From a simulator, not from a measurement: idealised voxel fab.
Process module under the name voxel trench capacitor
Section shown: cut. Width: 230 nm. Cell size: 5 nm, square.
Cross-section format: a grid of square cells, given as bands from top to bottom; each band is one or more rows of cells.
Band: top height; bottom height; in nm. Then, left to right: material with width in nm, for each material. "everywhere": a single material spanning edge to edge. "air": empty space.
All heights in this document are referenced to 0, defined as the level beneath which the wafer, as received, consists entirely of one material. The lowest band is not bounded below; it extends indefinitely downward and is written in the form "from 0 down".
The width entry "30..40" should be interpreted row by row: the top row of cells in the band takes the first number, the bottom row takes the second number, and the change between adjacent rows is uniform throughout.
A step reported as "identical to before" is a step in which no cell of the cross-section changed.
The label "Closed void list" introduces a list of the empty spaces, 8 cells or larger, that have no open way up to the top; each entry in it reads width x height at distance, where the distance is taken from the left edge and all three are stated in nm.
Note: text after step settings on the step line = simulator remark on that step.
The setting "overlay nm" may be written on the line of a step. When the step uses a mask, the value reports how far to the right of the planned place the mask lay, and a negative value reports that it lay to the left.
Pairs, read this way: before one process step on the one hand, after it on the other, the after cross-section ending at the lowest band that changed; the step between, settings included, beneath. Same starting wafer throughout, but possibly different runs of this module, so no pair continues from the pair above unless its entry headed "Pre-step geometry" says so.
[Pre-step geometry]
  from 0 down  Si everywhere
  Closed void list: none
[Resultant Cross-Section]
  from 5 to 0  SiN everywhere
  Unchanged below 0.
  Closed void list: none
Step applied between the pre-step and post-step cross-sections shown above: CONFORMAL_DEP, material SiN, thk nm 5
Pre-step geometry: the after view from the pair directly above serves as the before view here.
[Resultant Cross-Section]
  from 15 to 5  aC everywhere
  Unchanged below 5.
  Closed void list: none
Step applied between the pre-step and post-step cross-sections shown above: DIRECTIONAL_DEP, material aC, thk nm 10
Pre-step geometry: the after view from the pair directly above serves as the before view here.
[Resultant Cross-Section]
  from 45 to 15  70 of resist / 30 of air / 25 of resist / 30 of air / 75 of resist
  Unchanged below 15.
  Closed void list: none
Step applied between the pre-step and post-step cross-sections shown above: PATTERN, tone open, mask id TRENCH, material resist, width nm 30, pitch nm 55, thk nm 30, overlay nm 0
Pre-step geometry: the after view from the pair directly above serves as the before view here.
[Resultant Cross-Section]
  from 35 to 15  70 of resist / 30 of air / 25 of resist / 30 of air / 75 of resist
  from 15 to 5  70 of aC / 30 of air / 25 of aC / 30 of air / 75 of aC
  Unchanged below 5.
  Closed void list: none
Step applied between the pre-step and post-step cross-sections shown above: DIRECTIONAL_ETCH, etch materials aC, depth nm 10
Pre-step geometry: the after view from the pair directly above serves as the before view here.
[Resultant Cross-Section]
  from 15 to 5  70 of aC / 30 of air / 25 of aC / 30 of air / 75 of aC
  Unchanged below 5.
  Closed void list: none
Step applied between the pre-step and post-step cross-sections shown above: STRIP, etch materials resist
Pre-step geometry: the after view from the pair directly above serves as the before view here.
[Resultant Cross-Section]
  from 15 to 5  70 of aC / 30 of air / 25 of aC / 30 of air / 75 of aC
  from 5 to 0  70 of SiN / 30 of air / 25 of SiN / 30 of air / 75 of SiN
  Unchanged below 0.
  Closed void list: none
Step applied between the pre-step and post-step cross-sections shown above: DIRECTIONAL_ETCH, etch materials SiN, depth nm 5
Pre-step geometry: the after view from the pair directly above serves as the before view here.
[Resultant Cross-Section]
  from 15 to 5  70 of aC / 30 of air / 25 of aC / 30 of air / 75 of aC
  from 5 to 0  70 of SiN / 30 of air / 25 of SiN / 30 of air / 75 of SiN
  from 0 to -30  70 of Si / 30 of air / 25 of Si / 30 of air / 75 of Si
  Unchanged below -30.
  Closed void list: none
Step applied between the pre-step and post-step cross-sections shown above: DIRECTIONAL_ETCH, etch materials Si, depth nm 30
Pre-step geometry: the after view from the pair directly above serves as the before view here.
[Resultant Cross-Section]
  from 5 to 0  70 of SiN / 30 of air / 25 of SiN / 30 of air / 75 of SiN
  Unchanged below 0.
  Closed void list: none
Step applied between the pre-step and post-step cross-sections shown above: STRIP, etch materials aC
Pre-step geometry: the after view from the pair directly above serves as the before view here.
[Resultant Cross-Section]
  from 10 to 5  75 of HfO2 / 20 of air / 35 of HfO2 / 20 of air / 80 of HfO2
  from 5 to 0  70 of SiN / 5 of HfO2 / 20 of air / 5 of HfO2 / 25 of SiN / 5 of HfO2 / 20 of air / 5 of HfO2 / 75 of SiN
  from 0 to -25  70 of Si / 5 of HfO2 / 20 of air / 5 of HfO2 / 25 of Si / 5 of HfO2 / 20 of air / 5 of HfO2 / 75 of Si
  from -25 to -30  70 of Si / 30 of HfO2 / 25 of Si / 30 of HfO2 / 75 of Si
  Unchanged below -30.
  Closed void list: none
Step applied between the pre-step and post-step cross-sections shown above: CONFORMAL_DEP, material HfO2, thk nm 5
Pre-step geometry: the after view from the pair directly above serves as the before view here.
[Resultant Cross-Section]
  from 15 to 10  80 of TiN / 10 of air / 45 of TiN / 10 of air / 85 of TiN
  from 10 to 5  75 of HfO2 / 5 of TiN / 10 of air / 5 of TiN / 35 of HfO2 / 5 of TiN / 10 of air / 5 of TiN / 80 of HfO2
  from 5 to 0  70 of SiN / 5 of HfO2 / 5 of TiN / 10 of air / 5 of TiN / 5 of HfO2 / 25 of SiN / 5 of HfO2 / 5 of TiN / 10 of air / 5 of TiN / 5 of HfO2 / 75 of SiN
  from 0 to -20  70 of Si / 5 of HfO2 / 5 of TiN / 10 of air / 5 of TiN / 5 of HfO2 / 25 of Si / 5 of HfO2 / 5 of TiN / 10 of air / 5 of TiN / 5 of HfO2 / 75 of Si
  from -20 to -25  70 of Si / 5 of HfO2 / 20 of TiN / 5 of HfO2 / 25 of Si / 5 of HfO2 / 20 of TiN / 5 of HfO2 / 75 of Si
  Unchanged below -25.
  Closed void list: none
Step applied between the pre-step and post-step cross-sections shown above: CONFORMAL_DEP, material TiN, thk nm 5
Pre-step geometry: the after view from the pair directly above serves as the before view here.
[Resultant Cross-Section]
  from 20 to 15  W everywhere
  from 15 to 10  80 of TiN / 10 of W / 45 of TiN / 10 of W / 85 of TiN
  from 10 to 5  75 of HfO2 / 5 of TiN / 10 of W / 5 of TiN / 35 of HfO2 / 5 of TiN / 10 of W / 5 of TiN / 80 of HfO2
  from 5 to 0  70 of SiN / 5 of HfO2 / 5 of TiN / 10 of W / 5 of TiN / 5 of HfO2 / 25 of SiN / 5 of HfO2 / 5 of TiN / 10 of W / 5 of TiN / 5 of HfO2 / 75 of SiN
  from 0 to -20  70 of Si / 5 of HfO2 / 5 of TiN / 10 of W / 5 of TiN / 5 of HfO2 / 25 of Si / 5 of HfO2 / 5 of TiN / 10 of W / 5 of TiN / 5 of HfO2 / 75 of Si
  Unchanged below -20.
  Closed void list: none
Step applied between the pre-step and post-step cross-sections shown above: FILL_DEP, material W, thk nm 5
Pre-step geometry: the after view from the pair directly above serves as the before view here.
[Resultant Cross-Section]
  from 5 to 0  70 of SiN / 5 of HfO2 / 5 of TiN / 10 of W / 5 of TiN / 5 of HfO2 / 25 of SiN / 5 of HfO2 / 5 of TiN / 10 of W / 5 of TiN / 5 of HfO2 / 75 of SiN
  Unchanged below 0.
  Closed void list: none
Step applied between the pre-step and post-step cross-sections shown above: CMP, height nm 5
[Pre-step geometry]
  from 15 to 5  70 of aC / 30 of air / 25 of aC / 30 of air / 75 of aC
  from 5 to 0  70 of SiN / 30 of air / 25 of SiN / 30 of air / 75 of SiN
  from 0 to -30  70 of Si / 30 of air / 25 of Si / 30 of air / 75 of Si
  from -30 down  Si everywhere
  Closed void list: none
[Resultant Cross-Section]
  from 15 to 5  70 of aC / 30 of air / 25 of aC / 30 of air / 75 of aC
  from 5 to 0  70 of SiN / 30 of air / 25 of SiN / 30 of air / 75 of SiN
  from 0 to -60  70 of Si / 30 of air / 25 of Si / 30 of air / 75 of Si
  Unchanged below -60.
  Closed void list: none
Step applied between the pre-step and post-step cross-sections shown above: DIRECTIONAL_ETCH, etch materials Si, depth nm 30
Pre-step geometry: the after view from the pair directly above serves as the before view here.
[Resultant Cross-Section]
  from 5 to 0  70 of SiN / 30 of air / 25 of SiN / 30 of air / 75 of SiN
  Unchanged below 0.
  Closed void list: none
Step applied between the pre-step and post-step cross-sections shown above: STRIP, etch materials aC
Pre-step geometry: the after view from the pair directly above serves as the before view here.
[Resultant Cross-Section]
  from 10 to 5  75 of HfO2 / 20 of air / 35 of HfO2 / 20 of air / 80 of HfO2
  from 5 to 0  70 of SiN / 5 of HfO2 / 20 of air / 5 of HfO2 / 25 of SiN / 5 of HfO2 / 20 of air / 5 of HfO2 / 75 of SiN
  from 0 to -55  70 of Si / 5 of HfO2 / 20 of air / 5 of HfO2 / 25 of Si / 5 of HfO2 / 20 of air / 5 of HfO2 / 75 of Si
  from -55 to -60  70 of Si / 30 of HfO2 / 25 of Si / 30 of HfO2 / 75 of Si
  Unchanged below -60.
  Closed void list: none
Step applied between the pre-step and post-step cross-sections shown above: CONFORMAL_DEP, material HfO2, thk nm 5
Pre-step geometry: the after view from the pair directly above serves as the before view here.
[Resultant Cross-Section]
  from 15 to 10  80 of TiN / 10 of air / 45 of TiN / 10 of air / 85 of TiN
  from 10 to 5  75 of HfO2 / 5 of TiN / 10 of air / 5 of TiN / 35 of HfO2 / 5 of TiN / 10 of air / 5 of TiN / 80 of HfO2
  from 5 to 0  70 of SiN / 5 of HfO2 / 5 of TiN / 10 of air / 5 of TiN / 5 of HfO2 / 25 of SiN / 5 of HfO2 / 5 of TiN / 10 of air / 5 of TiN / 5 of HfO2 / 75 of SiN
  from 0 to -50  70 of Si / 5 of HfO2 / 5 of TiN / 10 of air / 5 of TiN / 5 of HfO2 / 25 of Si / 5 of HfO2 / 5 of TiN / 10 of air / 5 of TiN / 5 of HfO2 / 75 of Si
  from -50 to -55  70 of Si / 5 of HfO2 / 20 of TiN / 5 of HfO2 / 25 of Si / 5 of HfO2 / 20 of TiN / 5 of HfO2 / 75 of Si
  Unchanged below -55.
  Closed void list: none
Step applied between the pre-step and post-step cross-sections shown above: CONFORMAL_DEP, material TiN, thk nm 5
Pre-step geometry: the after view from the pair directly above serves as the before view here.
[Resultant Cross-Section]
  from 20 to 15  W everywhere
  from 15 to 10  80 of TiN / 10 of W / 45 of TiN / 10 of W / 85 of TiN
  from 10 to 5  75 of HfO2 / 5 of TiN / 10 of W / 5 of TiN / 35 of HfO2 / 5 of TiN / 10 of W / 5 of TiN / 80 of HfO2
  from 5 to 0  70 of SiN / 5 of HfO2 / 5 of TiN / 10 of W / 5 of TiN / 5 of HfO2 / 25 of SiN / 5 of HfO2 / 5 of TiN / 10 of W / 5 of TiN / 5 of HfO2 / 75 of SiN
  from 0 to -50  70 of Si / 5 of HfO2 / 5 of TiN / 10 of W / 5 of TiN / 5 of HfO2 / 25 of Si / 5 of HfO2 / 5 of TiN / 10 of W / 5 of TiN / 5 of HfO2 / 75 of Si
  Unchanged below -50.
  Closed void list: none
Step applied between the pre-step and post-step cross-sections shown above: FILL_DEP, material W, thk nm 5
Pre-step geometry: the after view from the pair directly above serves as the before view here.
[Resultant Cross-Section]
  from 5 to 0  70 of SiN / 5 of HfO2 / 5 of TiN / 10 of W / 5 of TiN / 5 of HfO2 / 25 of SiN / 5 of HfO2 / 5 of TiN / 10 of W / 5 of TiN / 5 of HfO2 / 75 of SiN
  Unchanged below 0.
  Closed void list: none
Step applied between the pre-step and post-step cross-sections shown above: CMP, height nm 5
[Pre-step geometry]
  from 5 to 0  70 of SiN / 30 of air / 25 of SiN / 30 of air / 75 of SiN
  from 0 to -30  70 of Si / 30 of air / 25 of Si / 30 of air / 75 of Si
  from -30 down  Si everywhere
  Closed void list: none
[Resultant Cross-Section]
  from 10 to 5  75 of TiN / 20 of air / 35 of TiN / 20 of air / 80 of TiN
  from 5 to 0  70 of SiN / 5 of TiN / 20 of air / 5 of TiN / 25 of SiN / 5 of TiN / 20 of air / 5 of TiN / 75 of SiN
  from 0 to -25  70 of Si / 5 of TiN / 20 of air / 5 of TiN / 25 of Si / 5 of TiN / 20 of air / 5 of TiN / 75 of Si
  from -25 to -30  70 of Si / 30 of TiN / 25 of Si / 30 of TiN / 75 of Si
  Unchanged below -30.
  Closed void list: none
Step applied between the pre-step and post-step cross-sections shown above: CONFORMAL_DEP, material TiN, thk nm 5
Pre-step geometry: the after view from the pair directly above serves as the before view here.
[Resultant Cross-Section]
  from 15 to 10  80 of HfO2 / 10 of air / 45 of HfO2 / 10 of air / 85 of HfO2
  from 10 to 5  75 of TiN / 5 of HfO2 / 10 of air / 5 of HfO2 / 35 of TiN / 5 of HfO2 / 10 of air / 5 of HfO2 / 80 of TiN
  from 5 to 0  70 of SiN / 5 of TiN / 5 of HfO2 / 10 of air / 5 of HfO2 / 5 of TiN / 25 of SiN / 5 of TiN / 5 of HfO2 / 10 of air / 5 of HfO2 / 5 of TiN / 75 of SiN
  from 0 to -20  70 of Si / 5 of TiN / 5 of HfO2 / 10 of air / 5 of HfO2 / 5 of TiN / 25 of Si / 5 of TiN / 5 of HfO2 / 10 of air / 5 of HfO2 / 5 of TiN / 75 of Si
  from -20 to -25  70 of Si / 5 of TiN / 20 of HfO2 / 5 of TiN / 25 of Si / 5 of TiN / 20 of HfO2 / 5 of TiN / 75 of Si
  Unchanged below -25.
  Closed void list: none
Step applied between the pre-step and post-step cross-sections shown above: CONFORMAL_DEP, material HfO2, thk nm 5
Pre-step geometry: the after view from the pair directly above serves as the before view here.
[Resultant Cross-Section]
  from 20 to 15  W everywhere
  from 15 to 10  80 of HfO2 / 10 of W / 45 of HfO2 / 10 of W / 85 of HfO2
  from 10 to 5  75 of TiN / 5 of HfO2 / 10 of W / 5 of HfO2 / 35 of TiN / 5 of HfO2 / 10 of W / 5 of HfO2 / 80 of TiN
  from 5 to 0  70 of SiN / 5 of TiN / 5 of HfO2 / 10 of W / 5 of HfO2 / 5 of TiN / 25 of SiN / 5 of TiN / 5 of HfO2 / 10 of W / 5 of HfO2 / 5 of TiN / 75 of SiN
  from 0 to -20  70 of Si / 5 of TiN / 5 of HfO2 / 10 of W / 5 of HfO2 / 5 of TiN / 25 of Si / 5 of TiN / 5 of HfO2 / 10 of W / 5 of HfO2 / 5 of TiN / 75 of Si
  Unchanged below -20.
  Closed void list: none
Step applied between the pre-step and post-step cross-sections shown above: FILL_DEP, material W, thk nm 5
Pre-step geometry: the after view from the pair directly above serves as the before view here.
[Resultant Cross-Section]
  from 5 to 0  70 of SiN / 5 of TiN / 5 of HfO2 / 10 of W / 5 of HfO2 / 5 of TiN / 25 of SiN / 5 of TiN / 5 of HfO2 / 10 of W / 5 of HfO2 / 5 of TiN / 75 of SiN
  Unchanged below 0.
  Closed void list: none
Step applied between the pre-step and post-step cross-sections shown above: CMP, height nm 5
[Pre-step geometry]
  from 20 to 15  W everywhere
  from 15 to 10  80 of TiN / 10 of W / 45 of TiN / 10 of W / 85 of TiN
  from 10 to 5  75 of HfO2 / 5 of TiN / 10 of W / 5 of TiN / 35 of HfO2 / 5 of TiN / 10 of W / 5 of TiN / 80 of HfO2
  from 5 to 0  70 of SiN / 5 of HfO2 / 5 of TiN / 10 of W / 5 of TiN / 5 of HfO2 / 25 of SiN / 5 of HfO2 / 5 of TiN / 10 of W / 5 of TiN / 5 of HfO2 / 75 of SiN
  from 0 to -20  70 of Si / 5 of HfO2 / 5 of TiN / 10 of W / 5 of TiN / 5 of HfO2 / 25 of Si / 5 of HfO2 / 5 of TiN / 10 of W / 5 of TiN / 5 of HfO2 / 75 of Si
  from -20 to -25  70 of Si / 5 of HfO2 / 20 of TiN / 5 of HfO2 / 25 of Si / 5 of HfO2 / 20 of TiN / 5 of HfO2 / 75 of Si
  from -25 to -30  70 of Si / 30 of HfO2 / 25 of Si / 30 of HfO2 / 75 of Si
  from -30 down  Si everywhere
  Closed void list: none
[Resultant Cross-Section]
  from 0 to -20  70 of Si / 5 of HfO2 / 5 of TiN / 10 of W / 5 of TiN / 5 of HfO2 / 25 of Si / 5 of HfO2 / 5 of TiN / 10 of W / 5 of TiN / 5 of HfO2 / 75 of Si
  Unchanged below -20.
  Closed void list: none
Step applied between the pre-step and post-step cross-sections shown above: CMP, height nm 0
[Pre-step geometry]
  from 15 to 5  aC everywhere
  from 5 to 0  SiN everywhere
  from 0 down  Si everywhere
  Closed void list: none
[Resultant Cross-Section]
  from 45 to 15  70 of resist / 35 of air / 20 of resist / 35 of air / 70 of resist
  Unchanged below 15.
  Closed void list: none
Step applied between the pre-step and post-step cross-sections shown above: PATTERN, tone open, mask id TRENCH, material resist, width nm 35, pitch nm 55, thk nm 30, overlay nm 0
Pre-step geometry: the after view from the pair directly above serves as the before view here.
[Resultant Cross-Section]
  from 35 to 15  70 of resist / 35 of air / 20 of resist / 35 of air / 70 of resist
  from 15 to 5  70 of aC / 35 of air / 20 of aC / 35 of air / 70 of aC
  Unchanged below 5.
  Closed void list: none
Step applied between the pre-step and post-step cross-sections shown above: DIRECTIONAL_ETCH, etch materials aC, depth nm 10
Pre-step geometry: the after view from the pair directly above serves as the before view here.
[Resultant Cross-Section]
  from 15 to 5  70 of aC / 35 of air / 20 of aC / 35 of air / 70 of aC
  Unchanged below 5.
  Closed void list: none
Step applied between the pre-step and post-step cross-sections shown above: STRIP, etch materials resist
Pre-step geometry: the after view from the pair directly above serves as the before view here.
[Resultant Cross-Section]
  from 15 to 5  70 of aC / 35 of air / 20 of aC / 35 of air / 70 of aC
  from 5 to 0  70 of SiN / 35 of air / 20 of SiN / 35 of air / 70 of SiN
  Unchanged below 0.
  Closed void list: none
Step applied between the pre-step and post-step cross-sections shown above: DIRECTIONAL_ETCH, etch materials SiN, depth nm 5
Pre-step geometry: the after view from the pair directly above serves as the before view here.
[Resultant Cross-Section]
  from 15 to 5  70 of aC / 35 of air / 20 of aC / 35 of air / 70 of aC
  from 5 to 0  70 of SiN / 35 of air / 20 of SiN / 35 of air / 70 of SiN
  from 0 to -30  70 of Si / 35 of air / 20 of Si / 35 of air / 70 of Si
  Unchanged below -30.
  Closed void list: none
Step applied between the pre-step and post-step cross-sections shown above: DIRECTIONAL_ETCH, etch materials Si, depth nm 30
Pre-step geometry: the after view from the pair directly above serves as the before view here.
[Resultant Cross-Section]
  from 5 to 0  70 of SiN / 35 of air / 20 of SiN / 35 of air / 70 of SiN
  Unchanged below 0.
  Closed void list: none
Step applied between the pre-step and post-step cross-sections shown above: STRIP, etch materials aC
Pre-step geometry: the after view from the pair directly above serves as the before view here.
[Resultant Cross-Section]
  from 10 to 5  75 of HfO2 / 25 of air / 30 of HfO2 / 25 of air / 75 of HfO2
  from 5 to 0  70 of SiN / 5 of HfO2 / 25 of air / 5 of HfO2 / 20 of SiN / 5 of HfO2 / 25 of air / 5 of HfO2 / 70 of SiN
  from 0 to -25  70 of Si / 5 of HfO2 / 25 of air / 5 of HfO2 / 20 of Si / 5 of HfO2 / 25 of air / 5 of HfO2 / 70 of Si
  from -25 to -30  70 of Si / 35 of HfO2 / 20 of Si / 35 of HfO2 / 70 of Si
  Unchanged below -30.
  Closed void list: none
Step applied between the pre-step and post-step cross-sections shown above: CONFORMAL_DEP, material HfO2, thk nm 5
Pre-step geometry: the after view from the pair directly above serves as the before view here.
[Resultant Cross-Section]
  from 15 to 10  80 of TiN / 15 of air / 40 of TiN / 15 of air / 80 of TiN
  from 10 to 5  75 of HfO2 / 5 of TiN / 15 of air / 5 of TiN / 30 of HfO2 / 5 of TiN / 15 of air / 5 of TiN / 75 of HfO2
  from 5 to 0  70 of SiN / 5 of HfO2 / 5 of TiN / 15 of air / 5 of TiN / 5 of HfO2 / 20 of SiN / 5 of HfO2 / 5 of TiN / 15 of air / 5 of TiN / 5 of HfO2 / 70 of SiN
  from 0 to -20  70 of Si / 5 of HfO2 / 5 of TiN / 15 of air / 5 of TiN / 5 of HfO2 / 20 of Si / 5 of HfO2 / 5 of TiN / 15 of air / 5 of TiN / 5 of HfO2 / 70 of Si
  from -20 to -25  70 of Si / 5 of HfO2 / 25 of TiN / 5 of HfO2 / 20 of Si / 5 of HfO2 / 25 of TiN / 5 of HfO2 / 70 of Si
  Unchanged below -25.
  Closed void list: none
Step applied between the pre-step and post-step cross-sections shown above: CONFORMAL_DEP, material TiN, thk nm 5
Pre-step geometry: the after view from the pair directly above serves as the before view here.
[Resultant Cross-Section]
  from 20 to 15  W everywhere
  from 15 to 10  80 of TiN / 15 of W / 40 of TiN / 15 of W / 80 of TiN
  from 10 to 5  75 of HfO2 / 5 of TiN / 15 of W / 5 of TiN / 30 of HfO2 / 5 of TiN / 15 of W / 5 of TiN / 75 of HfO2
  from 5 to 0  70 of SiN / 5 of HfO2 / 5 of TiN / 15 of W / 5 of TiN / 5 of HfO2 / 20 of SiN / 5 of HfO2 / 5 of TiN / 15 of W / 5 of TiN / 5 of HfO2 / 70 of SiN
  from 0 to -20  70 of Si / 5 of HfO2 / 5 of TiN / 15 of W / 5 of TiN / 5 of HfO2 / 20 of Si / 5 of HfO2 / 5 of TiN / 15 of W / 5 of TiN / 5 of HfO2 / 70 of Si
  Unchanged below -20.
  Closed void list: none
Step applied between the pre-step and post-step cross-sections shown above: FILL_DEP, material W, thk nm 5
Pre-step geometry: the after view from the pair directly above serves as the before view here.
[Resultant Cross-Section]
  from 5 to 0  70 of SiN / 5 of HfO2 / 5 of TiN / 15 of W / 5 of TiN / 5 of HfO2 / 20 of SiN / 5 of HfO2 / 5 of TiN / 15 of W / 5 of TiN / 5 of HfO2 / 70 of SiN
  Unchanged below 0.
  Closed void list: none
Step applied between the pre-step and post-step cross-sections shown above: CMP, height nm 5
[Pre-step geometry]
  from 15 to 5  aC everywhere
  from 5 to 0  SiN everywhere
  from 0 down  Si everywhere
  Closed void list: none
[Resultant Cross-Section]
  from 45 to 15  60 of resist / 30 of air / 25 of resist / 30 of air / 85 of resist
  Unchanged below 15.
  Closed void list: none
Step applied between the pre-step and post-step cross-sections shown above: PATTERN, tone open, mask id TRENCH, material resist, width nm 30, pitch nm 55, thk nm 30, overlay nm -10
Pre-step geometry: the after view from the pair directly above serves as the before view here.
[Resultant Cross-Section]
  from 35 to 15  60 of resist / 30 of air / 25 of resist / 30 of air / 85 of resist
  from 15 to 5  60 of aC / 30 of air / 25 of aC / 30 of air / 85 of aC
  Unchanged below 5.
  Closed void list: none
Step applied between the pre-step and post-step cross-sections shown above: DIRECTIONAL_ETCH, etch materials aC, depth nm 10
Pre-step geometry: the after view from the pair directly above serves as the before view here.
[Resultant Cross-Section]
  from 15 to 5  60 of aC / 30 of air / 25 of aC / 30 of air / 85 of aC
  Unchanged below 5.
  Closed void list: none
Step applied between the pre-step and post-step cross-sections shown above: STRIP, etch materials resist
Pre-step geometry: the after view from the pair directly above serves as the before view here.
[Resultant Cross-Section]
  from 15 to 5  60 of aC / 30 of air / 25 of aC / 30 of air / 85 of aC
  from 5 to 0  60 of SiN / 30 of air / 25 of SiN / 30 of air / 85 of SiN
  Unchanged below 0.
  Closed void list: none
Step applied between the pre-step and post-step cross-sections shown above: DIRECTIONAL_ETCH, etch materials SiN, depth nm 5
Pre-step geometry: the after view from the pair directly above serves as the before view here.
[Resultant Cross-Section]
  from 15 to 5  60 of aC / 30 of air / 25 of aC / 30 of air / 85 of aC
  from 5 to 0  60 of SiN / 30 of air / 25 of SiN / 30 of air / 85 of SiN
  from 0 to -30  60 of Si / 30 of air / 25 of Si / 30 of air / 85 of Si
  Unchanged below -30.
  Closed void list: none
Step applied between the pre-step and post-step cross-sections shown above: DIRECTIONAL_ETCH, etch materials Si, depth nm 30
Pre-step geometry: the after view from the pair directly above serves as the before view here.
[Resultant Cross-Section]
  from 5 to 0  60 of SiN / 30 of air / 25 of SiN / 30 of air / 85 of SiN
  Unchanged below 0.
  Closed void list: none
Step applied between the pre-step and post-step cross-sections shown above: STRIP, etch materials aC
Pre-step geometry: the after view from the pair directly above serves as the before view here.
[Resultant Cross-Section]
  from 10 to 5  65 of HfO2 / 20 of air / 35 of HfO2 / 20 of air / 90 of HfO2
  from 5 to 0  60 of SiN / 5 of HfO2 / 20 of air / 5 of HfO2 / 25 of SiN / 5 of HfO2 / 20 of air / 5 of HfO2 / 85 of SiN
  from 0 to -25  60 of Si / 5 of HfO2 / 20 of air / 5 of HfO2 / 25 of Si / 5 of HfO2 / 20 of air / 5 of HfO2 / 85 of Si
  from -25 to -30  60 of Si / 30 of HfO2 / 25 of Si / 30 of HfO2 / 85 of Si
  Unchanged below -30.
  Closed void list: none
Step applied between the pre-step and post-step cross-sections shown above: CONFORMAL_DEP, material HfO2, thk nm 5
Pre-step geometry: the after view from the pair directly above serves as the before view here.
[Resultant Cross-Section]
  from 15 to 10  70 of TiN / 10 of air / 45 of TiN / 10 of air / 95 of TiN
  from 10 to 5  65 of HfO2 / 5 of TiN / 10 of air / 5 of TiN / 35 of HfO2 / 5 of TiN / 10 of air / 5 of TiN / 90 of HfO2
  from 5 to 0  60 of SiN / 5 of HfO2 / 5 of TiN / 10 of air / 5 of TiN / 5 of HfO2 / 25 of SiN / 5 of HfO2 / 5 of TiN / 10 of air / 5 of TiN / 5 of HfO2 / 85 of SiN
  from 0 to -20  60 of Si / 5 of HfO2 / 5 of TiN / 10 of air / 5 of TiN / 5 of HfO2 / 25 of Si / 5 of HfO2 / 5 of TiN / 10 of air / 5 of TiN / 5 of HfO2 / 85 of Si
  from -20 to -25  60 of Si / 5 of HfO2 / 20 of TiN / 5 of HfO2 / 25 of Si / 5 of HfO2 / 20 of TiN / 5 of HfO2 / 85 of Si
  Unchanged below -25.
  Closed void list: none
Step applied between the pre-step and post-step cross-sections shown above: CONFORMAL_DEP, material TiN, thk nm 5
Pre-step geometry: the after view from the pair directly above serves as the before view here.
[Resultant Cross-Section]
  from 20 to 15  W everywhere
  from 15 to 10  70 of TiN / 10 of W / 45 of TiN / 10 of W / 95 of TiN
  from 10 to 5  65 of HfO2 / 5 of TiN / 10 of W / 5 of TiN / 35 of HfO2 / 5 of TiN / 10 of W / 5 of TiN / 90 of HfO2
  from 5 to 0  60 of SiN / 5 of HfO2 / 5 of TiN / 10 of W / 5 of TiN / 5 of HfO2 / 25 of SiN / 5 of HfO2 / 5 of TiN / 10 of W / 5 of TiN / 5 of HfO2 / 85 of SiN
  from 0 to -20  60 of Si / 5 of HfO2 / 5 of TiN / 10 of W / 5 of TiN / 5 of HfO2 / 25 of Si / 5 of HfO2 / 5 of TiN / 10 of W / 5 of TiN / 5 of HfO2 / 85 of Si
  Unchanged below -20.
  Closed void list: none
Step applied between the pre-step and post-step cross-sections shown above: FILL_DEP, material W, thk nm 5
Pre-step geometry: the after view from the pair directly above serves as the before view here.
[Resultant Cross-Section]
  from 5 to 0  60 of SiN / 5 of HfO2 / 5 of TiN / 10 of W / 5 of TiN / 5 of HfO2 / 25 of SiN / 5 of HfO2 / 5 of TiN / 10 of W / 5 of TiN / 5 of HfO2 / 85 of SiN
  Unchanged below 0.
  Closed void list: none
Step applied between the pre-step and post-step cross-sections shown above: CMP, height nm 5
[Pre-step geometry]
  from 5 to 0  70 of SiN / 30 of air / 25 of SiN / 30 of air / 75 of SiN
  from 0 to -30  70 of Si / 30 of air / 25 of Si / 30 of air / 75 of Si
  from -30 down  Si everywhere
  Closed void list: none
[Resultant Cross-Section]
  from 10 to 5  75 of aC / 20 of air / 35 of aC / 20 of air / 80 of aC
  from 5 to 0  70 of SiN / 5 of aC / 20 of air / 5 of aC / 25 of SiN / 5 of aC / 20 of air / 5 of aC / 75 of SiN
  from 0 to -25  70 of Si / 5 of aC / 20 of air / 5 of aC / 25 of Si / 5 of aC / 20 of air / 5 of aC / 75 of Si
  from -25 to -30  70 of Si / 30 of aC / 25 of Si / 30 of aC / 75 of Si
  Unchanged below -30.
  Closed void list: none
Step applied between the pre-step and post-step cross-sections shown above: CONFORMAL_DEP, material aC, thk nm 5
Pre-step geometry: the after view from the pair directly above serves as the before view here.
[Resultant Cross-Section]
  from 15 to 10  80 of TiN / 10 of air / 45 of TiN / 10 of air / 85 of TiN
  from 10 to 5  75 of aC / 5 of TiN / 10 of air / 5 of TiN / 35 of aC / 5 of TiN / 10 of air / 5 of TiN / 80 of aC
  from 5 to 0  70 of SiN / 5 of aC / 5 of TiN / 10 of air / 5 of TiN / 5 of aC / 25 of SiN / 5 of aC / 5 of TiN / 10 of air / 5 of TiN / 5 of aC / 75 of SiN
  from 0 to -20  70 of Si / 5 of aC / 5 of TiN / 10 of air / 5 of TiN / 5 of aC / 25 of Si / 5 of aC / 5 of TiN / 10 of air / 5 of TiN / 5 of aC / 75 of Si
  from -20 to -25  70 of Si / 5 of aC / 20 of TiN / 5 of aC / 25 of Si / 5 of aC / 20 of TiN / 5 of aC / 75 of Si
  Unchanged below -25.
  Closed void list: none
Step applied between the pre-step and post-step cross-sections shown above: CONFORMAL_DEP, material TiN, thk nm 5
Pre-step geometry: the after view from the pair directly above serves as the before view here.
[Resultant Cross-Section]
  from 20 to 15  W everywhere
  from 15 to 10  80 of TiN / 10 of W / 45 of TiN / 10 of W / 85 of TiN
  from 10 to 5  75 of aC / 5 of TiN / 10 of W / 5 of TiN / 35 of aC / 5 of TiN / 10 of W / 5 of TiN / 80 of aC
  from 5 to 0  70 of SiN / 5 of aC / 5 of TiN / 10 of W / 5 of TiN / 5 of aC / 25 of SiN / 5 of aC / 5 of TiN / 10 of W / 5 of TiN / 5 of aC / 75 of SiN
  from 0 to -20  70 of Si / 5 of aC / 5 of TiN / 10 of W / 5 of TiN / 5 of aC / 25 of Si / 5 of aC / 5 of TiN / 10 of W / 5 of TiN / 5 of aC / 75 of Si
  Unchanged below -20.
  Closed void list: none
Step applied between the pre-step and post-step cross-sections shown above: FILL_DEP, material W, thk nm 5
Pre-step geometry: the after view from the pair directly above serves as the before view here.
[Resultant Cross-Section]
  from 5 to 0  70 of SiN / 5 of aC / 5 of TiN / 10 of W / 5 of TiN / 5 of aC / 25 of SiN / 5 of aC / 5 of TiN / 10 of W / 5 of TiN / 5 of aC / 75 of SiN
  Unchanged below 0.
  Closed void list: none
Step applied between the pre-step and post-step cross-sections shown above: CMP, height nm 5
[Pre-step geometry]
  from 15 to 5  aC everywhere
  from 5 to 0  SiN everywhere
  from 0 down  Si everywhere
  Closed void list: none
[Resultant Cross-Section]
  from 45 to 15  70 of air / 30 of resist / 25 of air / 30 of resist / 75 of air
  Unchanged below 15.
  Closed void list: none
Step applied between the pre-step and post-step cross-sections shown above: PATTERN, tone cover, mask id TRENCH, material resist, width nm 30, pitch nm 55, thk nm 30, overlay nm 0
